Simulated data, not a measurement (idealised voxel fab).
process module | voxel self aligned contacts
cross-section cut | 150 nm wide | cells 5 nm
A cross-section is a grid of square cells, given in bands from the top down. A band is one or more rows of cells.
Each band's line starts with the height of the band's top and of its bottom, in nm. Then come its materials from left to right, each with its width in nm. One material with "throughout" fills the band from edge to edge. "air" is empty space.
Height 0 is the level under which the wafer as received is all one material. The lowest band goes on downwards, as in "0 down".
A width such as "30 to 40" changes by the same amount from each row of cells to the next, from the band's top row to its bottom row.
"no change" after a step means that no cell of the cross-section changed.
closed voids: empty space of 8 cells or more with no open way to the top, each as width x height at its distance from the left edge, in nm
after a step's settings: what the simulator itself notes on the step
overlay nm, on a step with a mask: how far to the right of its planned place the mask lay; to the left if negative
Each pair below shows a cross-section before one step and the cross-section after it, down to the lowest band that changed. The line under each pair gives the step between them, with its settings. The pairs can come from different runs of this module on the same starting wafer, so a pair continues from the pair above only where its "before" says so.
before
  0 down: Si throughout
  closed voids: none
after
  0 to -5: SiO2 throughout
  below -5: unchanged
  closed voids: none
the step between: op OXIDIZE | depth nm 5
before: the cross-section after the pair above
after
  20 to 0: polySi throughout
  below 0: unchanged
  closed voids: none
the step between: op DIRECTIONAL_DEP | material polySi | thk nm 20
before: the cross-section after the pair above
after
  40 to 20: SiN throughout
  below 20: unchanged
  closed voids: none
the step between: op DIRECTIONAL_DEP | material SiN | thk nm 20
before: the cross-section after the pair above
after
  40 to 20: air 15 | SiN 35 | air 45 | SiN 35 | air 20
  below 20: unchanged
  closed voids: none
the step between: op MASKED_ETCH | tone cover | mask id GATE | width nm 35 | pitch nm 80 | etch materials SiN | depth nm 20 | overlay nm 0
before: the cross-section after the pair above
after
  40 to 20: air 15 | SiN 35 | air 45 | SiN 35 | air 20
  20 to 0: air 15 | polySi 35 | air 45 | polySi 35 | air 20
  below 0: unchanged
  closed voids: none
the step between: op MASKED_ETCH | tone cover | mask id GATE | width nm 35 | pitch nm 80 | etch materials polySi | depth nm 20 | overlay nm 0
before: the cross-section after the pair above
after
  50 to 20: air 5 | SiN 55 | air 25 | SiN 55 | air 10
  20 to 10: air 5 | SiN 10 | polySi 35 | SiN 10 | air 25 | SiN 10 | polySi 35 | SiN 10 | air 10
  10 to 0: SiN 15 | polySi 35 | SiN 45 | polySi 35 | SiN 20
  below 0: unchanged
  closed voids: none
the step between: op CONFORMAL_DEP | material SiN | thk nm 10
before: the cross-section after the pair above
after
  40 to 20: air 5 | SiN 55 | air 25 | SiN 55 | air 10
  20 to 0: air 5 | SiN 10 | polySi 35 | SiN 10 | air 25 | SiN 10 | polySi 35 | SiN 10 | air 10
  below 0: unchanged
  closed voids: none
the step between: op DIRECTIONAL_ETCH | etch materials SiN | depth nm 10
before: the cross-section after the pair above
after
  50 to 40: SiO2 throughout
  40 to 20: SiO2 5 | SiN 55 | SiO2 25 | SiN 55 | SiO2 10
  20 to 0: SiO2 5 | SiN 10 | polySi 35 | SiN 10 | SiO2 25 | SiN 10 | polySi 35 | SiN 10 | SiO2 10
  below 0: unchanged
  closed voids: none
the step between: op FILL_DEP | material SiO2 | thk nm 10
before: the cross-section after the pair above
after
  45 to 40: SiO2 throughout
  below 40: unchanged
  closed voids: none
the step between: op CMP | height nm 45
before: the cross-section after the pair above
after
  55 to 45: aC throughout
  below 45: unchanged
  closed voids: none
the step between: op DIRECTIONAL_DEP | material aC | thk nm 10
before: the cross-section after the pair above
after
  85 to 55: resist 40 | air 65 | resist 45
  below 55: unchanged
  closed voids: none
the step between: op PATTERN | tone open | mask id CONTACT | material resist | width nm 65 | thk nm 30 | overlay nm 0
before: the cross-section after the pair above
after
  75 to 55: resist 40 | air 65 | resist 45
  55 to 45: aC 40 | air 65 | aC 45
  below 45: unchanged
  closed voids: none
the step between: op DIRECTIONAL_ETCH | etch materials aC | depth nm 10
before: the cross-section after the pair above
after
  55 to 45: aC 40 | air 65 | aC 45
  below 45: unchanged
  closed voids: none
the step between: op STRIP | etch materials resist
before: the cross-section after the pair above
after
  55 to 45: aC 40 | air 65 | aC 45
  45 to 40: SiO2 40 | air 65 | SiO2 45
  40 to 20: SiO2 5 | SiN 55 | air 25 | SiN 55 | SiO2 10
  20 to 0: SiO2 5 | SiN 10 | polySi 35 | SiN 10 | air 25 | SiN 10 | polySi 35 | SiN 10 | SiO2 10
  0 to -5: SiO2 60 | air 25 | SiO2 65
  below -5: unchanged
  closed voids: none
the step between: op DIRECTIONAL_ETCH | etch materials SiO2 | depth nm 50
before: the cross-section after the pair above
after
  45 to 40: SiO2 40 | air 65 | SiO2 45
  below 40: unchanged
  closed voids: none
the step between: op STRIP | etch materials aC
before: the cross-section after the pair above
after
  50 to 45: TiN 45 | air 55 | TiN 50
  45 to 40: SiO2 40 | TiN 25 | air 15 | TiN 25 | SiO2 45
  40 to 20: SiO2 5 | SiN 55 | TiN 5 | air 15 | TiN 5 | SiN 55 | SiO2 10
  20 to 0: SiO2 5 | SiN 10 | polySi 35 | SiN 10 | TiN 5 | air 15 | TiN 5 | SiN 10 | polySi 35 | SiN 10 | SiO2 10
  0 to -5: SiO2 60 | TiN 25 | SiO2 65
  below -5: unchanged
  closed voids: none
the step between: op CONFORMAL_DEP | material TiN | thk nm 5
before: the cross-section after the pair above
after
  60 to 50: W throughout
  50 to 45: TiN 45 | W 55 | TiN 50
  45 to 40: SiO2 40 | TiN 25 | W 15 | TiN 25 | SiO2 45
  40 to 20: SiO2 5 | SiN 55 | TiN 5 | W 15 | TiN 5 | SiN 55 | SiO2 10
  20 to 0: SiO2 5 | SiN 10 | polySi 35 | SiN 10 | TiN 5 | W 15 | TiN 5 | SiN 10 | polySi 35 | SiN 10 | SiO2 10
  below 0: unchanged
  closed voids: none
the step between: op FILL_DEP | material W | thk nm 10
before: the cross-section after the pair above
after
  45 to 40: SiO2 40 | TiN 25 | W 15 | TiN 25 | SiO2 45
  below 40: unchanged
  closed voids: none
the step between: op CMP | height nm 45
before: the cross-section after the pair above
after
  50 to 45: SiN throughout
  below 45: unchanged
  closed voids: none
the step between: op CONFORMAL_DEP | material SiN | thk nm 5
before
  0 down: Si throughout
  closed voids: none
after
  20 to 0: polySi throughout
  below 0: unchanged
  closed voids: none
the step between: op DIRECTIONAL_DEP | material polySi | thk nm 20
before: the cross-section after the pair above
after
  40 to 20: SiN throughout
  below 20: unchanged
  closed voids: none
the step between: op DIRECTIONAL_DEP | material SiN | thk nm 20
before: the cross-section after the pair above
after
  40 to 20: air 15 | SiN 35 | air 45 | SiN 35 | air 20
  below 20: unchanged
  closed voids: none
the step between: op MASKED_ETCH | tone cover | mask id GATE | width nm 35 | pitch nm 80 | etch materials SiN | depth nm 20 | overlay nm 0
before: the cross-section after the pair above
after
  40 to 20: air 15 | SiN 35 | air 45 | SiN 35 | air 20
  20 to 0: air 15 | polySi 35 | air 45 | polySi 35 | air 20
  below 0: unchanged
  closed voids: none
the step between: op MASKED_ETCH | tone cover | mask id GATE | width nm 35 | pitch nm 80 | etch materials polySi | depth nm 20 | overlay nm 0
before: the cross-section after the pair above
after
  50 to 20: air 5 | SiN 55 | air 25 | SiN 55 | air 10
  20 to 10: air 5 | SiN 10 | polySi 35 | SiN 10 | air 25 | SiN 10 | polySi 35 | SiN 10 | air 10
  10 to 0: SiN 15 | polySi 35 | SiN 45 | polySi 35 | SiN 20
  below 0: unchanged
  closed voids: none
the step between: op CONFORMAL_DEP | material SiN | thk nm 10
before: the cross-section after the pair above
after
  40 to 20: air 5 | SiN 55 | air 25 | SiN 55 | air 10
  20 to 0: air 5 | SiN 10 | polySi 35 | SiN 10 | air 25 | SiN 10 | polySi 35 | SiN 10 | air 10
  below 0: unchanged
  closed voids: none
the step between: op DIRECTIONAL_ETCH | etch materials SiN | depth nm 10
before: the cross-section after the pair above
after
  50 to 40: SiO2 throughout
  40 to 20: SiO2 5 | SiN 55 | SiO2 25 | SiN 55 | SiO2 10
  20 to 0: SiO2 5 | SiN 10 | polySi 35 | SiN 10 | SiO2 25 | SiN 10 | polySi 35 | SiN 10 | SiO2 10
  below 0: unchanged
  closed voids: none
the step between: op FILL_DEP | material SiO2 | thk nm 10
before: the cross-section after the pair above
after
  45 to 40: SiO2 throughout
  below 40: unchanged
  closed voids: none
the step between: op CMP | height nm 45
before: the cross-section after the pair above
after
  55 to 45: aC throughout
  below 45: unchanged
  closed voids: none
the step between: op DIRECTIONAL_DEP | material aC | thk nm 10
before: the cross-section after the pair above
after
  85 to 55: resist 40 | air 65 | resist 45
  below 55: unchanged
  closed voids: none
the step between: op PATTERN | tone open | mask id CONTACT | material resist | width nm 65 | thk nm 30 | overlay nm 0
before: the cross-section after the pair above
after
  75 to 55: resist 40 | air 65 | resist 45
  55 to 45: aC 40 | air 65 | aC 45
  below 45: unchanged
  closed voids: none
the step between: op DIRECTIONAL_ETCH | etch materials aC | depth nm 10
before: the cross-section after the pair above
after
  55 to 45: aC 40 | air 65 | aC 45
  below 45: unchanged
  closed voids: none
the step between: op STRIP | etch materials resist
before: the cross-section after the pair above
after
  55 to 45: aC 40 | air 65 | aC 45
  45 to 40: SiO2 40 | air 65 | SiO2 45
  40 to 20: SiO2 5 | SiN 55 | air 25 | SiN 55 | SiO2 10
  20 to 0: SiO2 5 | SiN 10 | polySi 35 | SiN 10 | air 25 | SiN 10 | polySi 35 | SiN 10 | SiO2 10
  below 0: unchanged
  closed voids: none
the step between: op DIRECTIONAL_ETCH | etch materials SiO2 | depth nm 50
before: the cross-section after the pair above
after
  45 to 40: SiO2 40 | air 65 | SiO2 45
  below 40: unchanged
  closed voids: none
the step between: op STRIP | etch materials aC
before: the cross-section after the pair above
after
  50 to 45: TiN 45 | air 55 | TiN 50
  45 to 40: SiO2 40 | TiN 25 | air 15 | TiN 25 | SiO2 45
  40 to 20: SiO2 5 | SiN 55 | TiN 5 | air 15 | TiN 5 | SiN 55 | SiO2 10
  20 to 5: SiO2 5 | SiN 10 | polySi 35 | SiN 10 | TiN 5 | air 15 | TiN 5 | SiN 10 | polySi 35 | SiN 10 | SiO2 10
  5 to 0: SiO2 5 | SiN 10 | polySi 35 | SiN 10 | TiN 25 | SiN 10 | polySi 35 | SiN 10 | SiO2 10
  below 0: unchanged
  closed voids: none
the step between: op CONFORMAL_DEP | material TiN | thk nm 5
before: the cross-section after the pair above
after
  60 to 50: W throughout
  50 to 45: TiN 45 | W 55 | TiN 50
  45 to 40: SiO2 40 | TiN 25 | W 15 | TiN 25 | SiO2 45
  40 to 20: SiO2 5 | SiN 55 | TiN 5 | W 15 | TiN 5 | SiN 55 | SiO2 10
  20 to 5: SiO2 5 | SiN 10 | polySi 35 | SiN 10 | TiN 5 | W 15 | TiN 5 | SiN 10 | polySi 35 | SiN 10 | SiO2 10
  below 5: unchanged
  closed voids: none
the step between: op FILL_DEP | material W | thk nm 10
before: the cross-section after the pair above
after
  45 to 40: SiO2 40 | TiN 25 | W 15 | TiN 25 | SiO2 45
  below 40: unchanged
  closed voids: none
the step between: op CMP | height nm 45
before: the cross-section after the pair above
after
  50 to 45: SiN throughout
  below 45: unchanged
  closed voids: none
the step between: op CONFORMAL_DEP | material SiN | thk nm 5
before
  40 to 20: SiN throughout
  20 to 0: polySi throughout
  0 to -5: SiO2 throughout
  -5 down: Si throughout
  closed voids: none
after
  60 to 20: SiN throughout
  below 20: unchanged
  closed voids: none
the step between: op DIRECTIONAL_DEP | material SiN | thk nm 20
before: the cross-section after the pair above
after
  60 to 40: air 15 | SiN 35 | air 45 | SiN 35 | air 20
  below 40: unchanged
  closed voids: none
the step between: op MASKED_ETCH | tone cover | mask id GATE | width nm 35 | pitch nm 80 | etch materials SiN | depth nm 20 | overlay nm 0
before: the cross-section after the pair above
after
  70 to 50: air 5 | SiN 55 | air 25 | SiN 55 | air 10
  50 to 20: SiN throughout
  below 20: unchanged
  closed voids: none
the step between: op CONFORMAL_DEP | material SiN | thk nm 10
before: the cross-section after the pair above
after
  60 to 40: air 5 | SiN 55 | air 25 | SiN 55 | air 10
  below 40: unchanged
  closed voids: none
the step between: op DIRECTIONAL_ETCH | etch materials SiN | depth nm 10
before: the cross-section after the pair above
after
  70 to 60: SiO2 throughout
  60 to 40: SiO2 5 | SiN 55 | SiO2 25 | SiN 55 | SiO2 10
  below 40: unchanged
  closed voids: none
the step between: op FILL_DEP | material SiO2 | thk nm 10
before: the cross-section after the pair above
after
  45 to 40: SiO2 5 | SiN 55 | SiO2 25 | SiN 55 | SiO2 10
  below 40: unchanged
  closed voids: none
the step between: op CMP | height nm 45
before: the cross-section after the pair above
after
  55 to 45: aC throughout
  below 45: unchanged
  closed voids: none
the step between: op DIRECTIONAL_DEP | material aC | thk nm 10
before: the cross-section after the pair above
after
  85 to 55: resist 40 | air 65 | resist 45
  below 55: unchanged
  closed voids: none
the step between: op PATTERN | tone open | mask id CONTACT | material resist | width nm 65 | thk nm 30 | overlay nm 0
before: the cross-section after the pair above
after
  75 to 55: resist 40 | air 65 | resist 45
  55 to 45: aC 40 | air 65 | aC 45
  below 45: unchanged
  closed voids: none
the step between: op DIRECTIONAL_ETCH | etch materials aC | depth nm 10
before: the cross-section after the pair above
after
  55 to 45: aC 40 | air 65 | aC 45
  below 45: unchanged
  closed voids: none
the step between: op STRIP | etch materials resist
before: the cross-section after the pair above
after
  55 to 45: aC 40 | air 65 | aC 45
  45 to 40: SiO2 5 | SiN 55 | air 25 | SiN 55 | SiO2 10
  below 40: unchanged
  closed voids: none
the step between: op DIRECTIONAL_ETCH | etch materials SiO2 | depth nm 50
before: the cross-section after the pair above
after
  45 to 40: SiO2 5 | SiN 55 | air 25 | SiN 55 | SiO2 10
  below 40: unchanged
  closed voids: none
the step between: op STRIP | etch materials aC
before: the cross-section after the pair above
after
  50 to 45: TiN 65 | air 15 | TiN 70
  45 to 40: SiO2 5 | SiN 55 | TiN 25 | SiN 55 | SiO2 10
  below 40: unchanged
  closed voids: none
the step between: op CONFORMAL_DEP | material TiN | thk nm 5
before: the cross-section after the pair above
after
  60 to 50: W throughout
  50 to 45: TiN 65 | W 15 | TiN 70
  below 45: unchanged
  closed voids: none
the step between: op FILL_DEP | material W | thk nm 10
before: the cross-section after the pair above
after
  45 to 40: SiO2 5 | SiN 55 | TiN 25 | SiN 55 | SiO2 10
  below 40: unchanged
  closed voids: none
the step between: op CMP | height nm 45
before: the cross-section after the pair above
after
  50 to 45: SiN throughout
  below 45: unchanged
  closed voids: none
the step between: op CONFORMAL_DEP | material SiN | thk nm 5
before
  40 to 20: air 15 | SiN 35 | air 45 | SiN 35 | air 20
  20 to 0: air 15 | polySi 35 | air 45 | polySi 35 | air 20
  0 to -5: SiO2 throughout
  -5 down: Si throughout
  closed voids: none
after
  30 to 20: air 15 | SiN 35 | air 45 | SiN 35 | air 20
  below 20: unchanged
  closed voids: none
the step between: op DIRECTIONAL_ETCH | etch materials SiN | depth nm 10
before: the cross-section after the pair above
after
  40 to 20: air 5 | SiN 55 | air 25 | SiN 55 | air 10
  20 to 10: air 5 | SiN 10 | polySi 35 | SiN 10 | air 25 | SiN 10 | polySi 35 | SiN 10 | air 10
  10 to 0: SiN 15 | polySi 35 | SiN 45 | polySi 35 | SiN 20
  below 0: unchanged
  closed voids: none
the step between: op CONFORMAL_DEP | material SiN | thk nm 10
before: the cross-section after the pair above
after
  50 to 40: SiO2 throughout
  40 to 20: SiO2 5 | SiN 55 | SiO2 25 | SiN 55 | SiO2 10
  20 to 10: SiO2 5 | SiN 10 | polySi 35 | SiN 10 | SiO2 25 | SiN 10 | polySi 35 | SiN 10 | SiO2 10
  below 10: unchanged
  closed voids: none
the step between: op FILL_DEP | material SiO2 | thk nm 10
before: the cross-section after the pair above
after
  45 to 40: SiO2 throughout
  below 40: unchanged
  closed voids: none
the step between: op CMP | height nm 45
before: the cross-section after the pair above
after
  55 to 45: aC throughout
  below 45: unchanged
  closed voids: none
the step between: op DIRECTIONAL_DEP | material aC | thk nm 10
before: the cross-section after the pair above
after
  85 to 55: resist 40 | air 65 | resist 45
  below 55: unchanged
  closed voids: none
the step between: op PATTERN | tone open | mask id CONTACT | material resist | width nm 65 | thk nm 30 | overlay nm 0
before: the cross-section after the pair above
after
  75 to 55: resist 40 | air 65 | resist 45
  55 to 45: aC 40 | air 65 | aC 45
  below 45: unchanged
  closed voids: none
the step between: op DIRECTIONAL_ETCH | etch materials aC | depth nm 10
before: the cross-section after the pair above
after
  55 to 45: aC 40 | air 65 | aC 45
  below 45: unchanged
  closed voids: none
the step between: op STRIP | etch materials resist
before: the cross-section after the pair above
after
  55 to 45: aC 40 | air 65 | aC 45
  45 to 40: SiO2 40 | air 65 | SiO2 45
  40 to 20: SiO2 5 | SiN 55 | air 25 | SiN 55 | SiO2 10
  20 to 10: SiO2 5 | SiN 10 | polySi 35 | SiN 10 | air 25 | SiN 10 | polySi 35 | SiN 10 | SiO2 10
  below 10: unchanged
  closed voids: none
the step between: op DIRECTIONAL_ETCH | etch materials SiO2 | depth nm 50
before: the cross-section after the pair above
after
  45 to 40: SiO2 40 | air 65 | SiO2 45
  below 40: unchanged
  closed voids: none
the step between: op STRIP | etch materials aC
before: the cross-section after the pair above
after
  50 to 45: TiN 45 | air 55 | TiN 50
  45 to 40: SiO2 40 | TiN 25 | air 15 | TiN 25 | SiO2 45
  40 to 20: SiO2 5 | SiN 55 | TiN 5 | air 15 | TiN 5 | SiN 55 | SiO2 10
  20 to 15: SiO2 5 | SiN 10 | polySi 35 | SiN 10 | TiN 5 | air 15 | TiN 5 | SiN 10 | polySi 35 | SiN 10 | SiO2 10
  15 to 10: SiO2 5 | SiN 10 | polySi 35 | SiN 10 | TiN 25 | SiN 10 | polySi 35 | SiN 10 | SiO2 10
  below 10: unchanged
  closed voids: none
the step between: op CONFORMAL_DEP | material TiN | thk nm 5
before: the cross-section after the pair above
after
  60 to 50: W throughout
  50 to 45: TiN 45 | W 55 | TiN 50
  45 to 40: SiO2 40 | TiN 25 | W 15 | TiN 25 | SiO2 45
  40 to 20: SiO2 5 | SiN 55 | TiN 5 | W 15 | TiN 5 | SiN 55 | SiO2 10
  20 to 15: SiO2 5 | SiN 10 | polySi 35 | SiN 10 | TiN 5 | W 15 | TiN 5 | SiN 10 | polySi 35 | SiN 10 | SiO2 10
  below 15: unchanged
  closed voids: none
the step between: op FILL_DEP | material W | thk nm 10
before: the cross-section after the pair above
after
  45 to 40: SiO2 40 | TiN 25 | W 15 | TiN 25 | SiO2 45
  below 40: unchanged
  closed voids: none
the step between: op CMP | height nm 45
before: the cross-section after the pair above
after
  50 to 45: SiN throughout
  below 45: unchanged
  closed voids: none
the step between: op CONFORMAL_DEP | material SiN | thk nm 5
before
  40 to 20: SiN throughout
  20 to 0: polySi throughout
  0 to -5: SiO2 throughout
  -5 down: Si throughout
  closed voids: none
after
  40 to 30: air 15 | SiN 35 | air 45 | SiN 35 | air 20
  below 30: unchanged
  closed voids: none
the step between: op MASKED_ETCH | tone cover | mask id GATE | width nm 35 | pitch nm 80 | etch materials SiN | depth nm 10 | overlay nm 0
before: the cross-section after the pair above
after
  50 to 40: air 5 | SiN 55 | air 25 | SiN 55 | air 10
  40 to 20: SiN throughout
  below 20: unchanged
  closed voids: none
the step between: op CONFORMAL_DEP | material SiN | thk nm 10
before: the cross-section after the pair above
after
  40 to 30: air 5 | SiN 55 | air 25 | SiN 55 | air 10
  below 30: unchanged
  closed voids: none
the step between: op DIRECTIONAL_ETCH | etch materials SiN | depth nm 10
before: the cross-section after the pair above
after
  50 to 40: SiO2 throughout
  40 to 30: SiO2 5 | SiN 55 | SiO2 25 | SiN 55 | SiO2 10
  below 30: unchanged
  closed voids: none
the step between: op FILL_DEP | material SiO2 | thk nm 10
before: the cross-section after the pair above
after
  45 to 40: SiO2 throughout
  below 40: unchanged
  closed voids: none
the step between: op CMP | height nm 45
before: the cross-section after the pair above
after
  55 to 45: aC throughout
  below 45: unchanged
  closed voids: none
the step between: op DIRECTIONAL_DEP | material aC | thk nm 10
before: the cross-section after the pair above
after
  85 to 55: resist 40 | air 65 | resist 45
  below 55: unchanged
  closed voids: none
the step between: op PATTERN | tone open | mask id CONTACT | material resist | width nm 65 | thk nm 30 | overlay nm 0
before: the cross-section after the pair above
after
  75 to 55: resist 40 | air 65 | resist 45
  55 to 45: aC 40 | air 65 | aC 45
  below 45: unchanged
  closed voids: none
the step between: op DIRECTIONAL_ETCH | etch materials aC | depth nm 10
before: the cross-section after the pair above
after
  55 to 45: aC 40 | air 65 | aC 45
  below 45: unchanged
  closed voids: none
the step between: op STRIP | etch materials resist
before: the cross-section after the pair above
after
  55 to 45: aC 40 | air 65 | aC 45
  45 to 40: SiO2 40 | air 65 | SiO2 45
  40 to 30: SiO2 5 | SiN 55 | air 25 | SiN 55 | SiO2 10
  below 30: unchanged
  closed voids: none
the step between: op DIRECTIONAL_ETCH | etch materials SiO2 | depth nm 50
before: the cross-section after the pair above
after
  45 to 40: SiO2 40 | air 65 | SiO2 45
  below 40: unchanged
  closed voids: none
the step between: op STRIP | etch materials aC
before: the cross-section after the pair above
after
  50 to 45: TiN 45 | air 55 | TiN 50
  45 to 40: SiO2 40 | TiN 25 | air 15 | TiN 25 | SiO2 45
  40 to 35: SiO2 5 | SiN 55 | TiN 5 | air 15 | TiN 5 | SiN 55 | SiO2 10
  35 to 30: SiO2 5 | SiN 55 | TiN 25 | SiN 55 | SiO2 10
  below 30: unchanged
  closed voids: none
the step between: op CONFORMAL_DEP | material TiN | thk nm 5
before: the cross-section after the pair above
after
  60 to 50: W throughout
  50 to 45: TiN 45 | W 55 | TiN 50
  45 to 40: SiO2 40 | TiN 25 | W 15 | TiN 25 | SiO2 45
  40 to 35: SiO2 5 | SiN 55 | TiN 5 | W 15 | TiN 5 | SiN 55 | SiO2 10
  below 35: unchanged
  closed voids: none
the step between: op FILL_DEP | material W | thk nm 10
before: the cross-section after the pair above
after
  45 to 40: SiO2 40 | TiN 25 | W 15 | TiN 25 | SiO2 45
  below 40: unchanged
  closed voids: none
the step between: op CMP | height nm 45
before: the cross-section after the pair above
after
  50 to 45: SiN throughout
  below 45: unchanged
  closed voids: none
the step between: op CONFORMAL_DEP | material SiN | thk nm 5
before
  40 to 20: SiN throughout
  20 to 0: polySi throughout
  0 to -5: SiO2 throughout
  -5 down: Si throughout
  closed voids: none
after
  40 to 20: air 20 | SiN 25 | air 55 | SiN 25 | air 25
  below 20: unchanged
  closed voids: none
the step between: op MASKED_ETCH | tone cover | mask id GATE | width nm 25 | pitch nm 80 | etch materials SiN | depth nm 20 | overlay nm 0
before: the cross-section after the pair above
after
  40 to 20: air 20 | SiN 25 | air 55 | SiN 25 | air 25
  20 to 0: air 15 | polySi 35 | air 45 | polySi 35 | air 20
  below 0: unchanged
  closed voids: none
the step between: op MASKED_ETCH | tone cover | mask id GATE | width nm 35 | pitch nm 80 | etch materials polySi | depth nm 20 | overlay nm 0
before: the cross-section after the pair above
after
  50 to 30: air 10 | SiN 45 | air 35 | SiN 45 | air 15
  30 to 20: air 5 | SiN 55 | air 25 | SiN 55 | air 10
  20 to 10: air 5 | SiN 10 | polySi 35 | SiN 10 | air 25 | SiN 10 | polySi 35 | SiN 10 | air 10
  10 to 0: SiN 15 | polySi 35 | SiN 45 | polySi 35 | SiN 20
  below 0: unchanged
  closed voids: none
the step between: op CONFORMAL_DEP | material SiN | thk nm 10
before: the cross-section after the pair above
after
  40 to 20: air 10 | SiN 45 | air 35 | SiN 45 | air 15
  20 to 0: air 5 | SiN 10 | polySi 35 | SiN 10 | air 25 | SiN 10 | polySi 35 | SiN 10 | air 10
  below 0: unchanged
  closed voids: none
the step between: op DIRECTIONAL_ETCH | etch materials SiN | depth nm 10
before: the cross-section after the pair above
after
  50 to 40: SiO2 throughout
  40 to 20: SiO2 10 | SiN 45 | SiO2 35 | SiN 45 | SiO2 15
  20 to 0: SiO2 5 | SiN 10 | polySi 35 | SiN 10 | SiO2 25 | SiN 10 | polySi 35 | SiN 10 | SiO2 10
  below 0: unchanged
  closed voids: none
the step between: op FILL_DEP | material SiO2 | thk nm 10
before: the cross-section after the pair above
after
  45 to 40: SiO2 throughout
  below 40: unchanged
  closed voids: none
the step between: op CMP | height nm 45
before: the cross-section after the pair above
after
  55 to 45: aC throughout
  below 45: unchanged
  closed voids: none
the step between: op DIRECTIONAL_DEP | material aC | thk nm 10
before: the cross-section after the pair above
after
  85 to 55: resist 40 | air 65 | resist 45
  below 55: unchanged
  closed voids: none
the step between: op PATTERN | tone open | mask id CONTACT | material resist | width nm 65 | thk nm 30 | overlay nm 0
before: the cross-section after the pair above
after
  75 to 55: resist 40 | air 65 | resist 45
  55 to 45: aC 40 | air 65 | aC 45
  below 45: unchanged
  closed voids: none
the step between: op DIRECTIONAL_ETCH | etch materials aC | depth nm 10
before: the cross-section after the pair above
after
  55 to 45: aC 40 | air 65 | aC 45
  below 45: unchanged
  closed voids: none
the step between: op STRIP | etch materials resist
before: the cross-section after the pair above
after
  55 to 45: aC 40 | air 65 | aC 45
  45 to 40: SiO2 40 | air 65 | SiO2 45
  40 to 20: SiO2 10 | SiN 45 | air 35 | SiN 45 | SiO2 15
  20 to 0: SiO2 5 | SiN 10 | polySi 35 | SiN 10 | air 25 | SiN 10 | polySi 35 | SiN 10 | SiO2 10
  0 to -5: SiO2 60 | air 25 | SiO2 65
  below -5: unchanged
  closed voids: none
the step between: op DIRECTIONAL_ETCH | etch materials SiO2 | depth nm 50
before: the cross-section after the pair above
after
  45 to 40: SiO2 40 | air 65 | SiO2 45
  below 40: unchanged
  closed voids: none
the step between: op STRIP | etch materials aC
before: the cross-section after the pair above
after
  50 to 45: TiN 45 | air 55 | TiN 50
  45 to 40: SiO2 40 | TiN 20 | air 25 | TiN 20 | SiO2 45
  40 to 25: SiO2 10 | SiN 45 | TiN 5 | air 25 | TiN 5 | SiN 45 | SiO2 15
  25 to 20: SiO2 10 | SiN 45 | TiN 10 | air 15 | TiN 10 | SiN 45 | SiO2 15
  20 to 0: SiO2 5 | SiN 10 | polySi 35 | SiN 10 | TiN 5 | air 15 | TiN 5 | SiN 10 | polySi 35 | SiN 10 | SiO2 10
  0 to -5: SiO2 60 | TiN 25 | SiO2 65
  below -5: unchanged
  closed voids: none
the step between: op CONFORMAL_DEP | material TiN | thk nm 5
before: the cross-section after the pair above
after
  60 to 50: W throughout
  50 to 45: TiN 45 | W 55 | TiN 50
  45 to 40: SiO2 40 | TiN 20 | W 25 | TiN 20 | SiO2 45
  40 to 25: SiO2 10 | SiN 45 | TiN 5 | W 25 | TiN 5 | SiN 45 | SiO2 15
  25 to 20: SiO2 10 | SiN 45 | TiN 10 | W 15 | TiN 10 | SiN 45 | SiO2 15
  20 to 0: SiO2 5 | SiN 10 | polySi 35 | SiN 10 | TiN 5 | W 15 | TiN 5 | SiN 10 | polySi 35 | SiN 10 | SiO2 10
  below 0: unchanged
  closed voids: none
the step between: op FILL_DEP | material W | thk nm 10
before: the cross-section after the pair above
after
  45 to 40: SiO2 40 | TiN 20 | W 25 | TiN 20 | SiO2 45
  below 40: unchanged
  closed voids: none
the step between: op CMP | height nm 45
before: the cross-section after the pair above
after
  50 to 45: SiN throughout
  below 45: unchanged
  closed voids: none
the step between: op CONFORMAL_DEP | material SiN | thk nm 5
before
  55 to 45: aC throughout
  45 to 40: SiO2 throughout
  40 to 20: SiO2 5 | SiN 55 | SiO2 25 | SiN 55 | SiO2 10
  20 to 0: SiO2 5 | SiN 10 | polySi 35 | SiN 10 | SiO2 25 | SiN 10 | polySi 35 | SiN 10 | SiO2 10
  0 to -5: SiO2 throughout
  -5 down: Si throughout
  closed voids: none
after
  85 to 55: resist 45 | air 65 | resist 40
  below 55: unchanged
  closed voids: none
the step between: op PATTERN | tone open | mask id CONTACT | material resist | width nm 65 | thk nm 30 | overlay nm 5
before: the cross-section after the pair above
after
  75 to 55: resist 45 | air 65 | resist 40
  55 to 45: aC 45 | air 65 | aC 40
  below 45: unchanged
  closed voids: none
the step between: op DIRECTIONAL_ETCH | etch materials aC | depth nm 10
before: the cross-section after the pair above
after
  55 to 45: aC 45 | air 65 | aC 40
  below 45: unchanged
  closed voids: none
the step between: op STRIP | etch materials resist
before: the cross-section after the pair above
after
  55 to 45: aC 45 | air 65 | aC 40
  45 to 40: SiO2 45 | air 65 | SiO2 40
  40 to 20: SiO2 5 | SiN 55 | air 25 | SiN 55 | SiO2 10
  20 to 0: SiO2 5 | SiN 10 | polySi 35 | SiN 10 | air 25 | SiN 10 | polySi 35 | SiN 10 | SiO2 10
  0 to -5: SiO2 60 | air 25 | SiO2 65
  below -5: unchanged
  closed voids: none
the step between: op DIRECTIONAL_ETCH | etch materials SiO2 | depth nm 50
before: the cross-section after the pair above
after
  45 to 40: SiO2 45 | air 65 | SiO2 40
  below 40: unchanged
  closed voids: none
the step between: op STRIP | etch materials aC
before: the cross-section after the pair above
after
  50 to 45: TiN 50 | air 55 | TiN 45
  45 to 40: SiO2 45 | TiN 20 | air 15 | TiN 30 | SiO2 40
  40 to 20: SiO2 5 | SiN 55 | TiN 5 | air 15 | TiN 5 | SiN 55 | SiO2 10
  20 to 0: SiO2 5 | SiN 10 | polySi 35 | SiN 10 | TiN 5 | air 15 | TiN 5 | SiN 10 | polySi 35 | SiN 10 | SiO2 10
  0 to -5: SiO2 60 | TiN 25 | SiO2 65
  below -5: unchanged
  closed voids: none
the step between: op CONFORMAL_DEP | material TiN | thk nm 5
before: the cross-section after the pair above
after
  60 to 50: W throughout
  50 to 45: TiN 50 | W 55 | TiN 45
  45 to 40: SiO2 45 | TiN 20 | W 15 | TiN 30 | SiO2 40
  40 to 20: SiO2 5 | SiN 55 | TiN 5 | W 15 | TiN 5 | SiN 55 | SiO2 10
  20 to 0: SiO2 5 | SiN 10 | polySi 35 | SiN 10 | TiN 5 | W 15 | TiN 5 | SiN 10 | polySi 35 | SiN 10 | SiO2 10
  below 0: unchanged
  closed voids: none
the step between: op FILL_DEP | material W | thk nm 10
before: the cross-section after the pair above
after
  45 to 40: SiO2 45 | TiN 20 | W 15 | TiN 30 | SiO2 40
  below 40: unchanged
  closed voids: none
the step between: op CMP | height nm 45
before: the cross-section after the pair above
after
  50 to 45: SiN throughout
  below 45: unchanged
  closed voids: none
the step between: op CONFORMAL_DEP | material SiN | thk nm 5
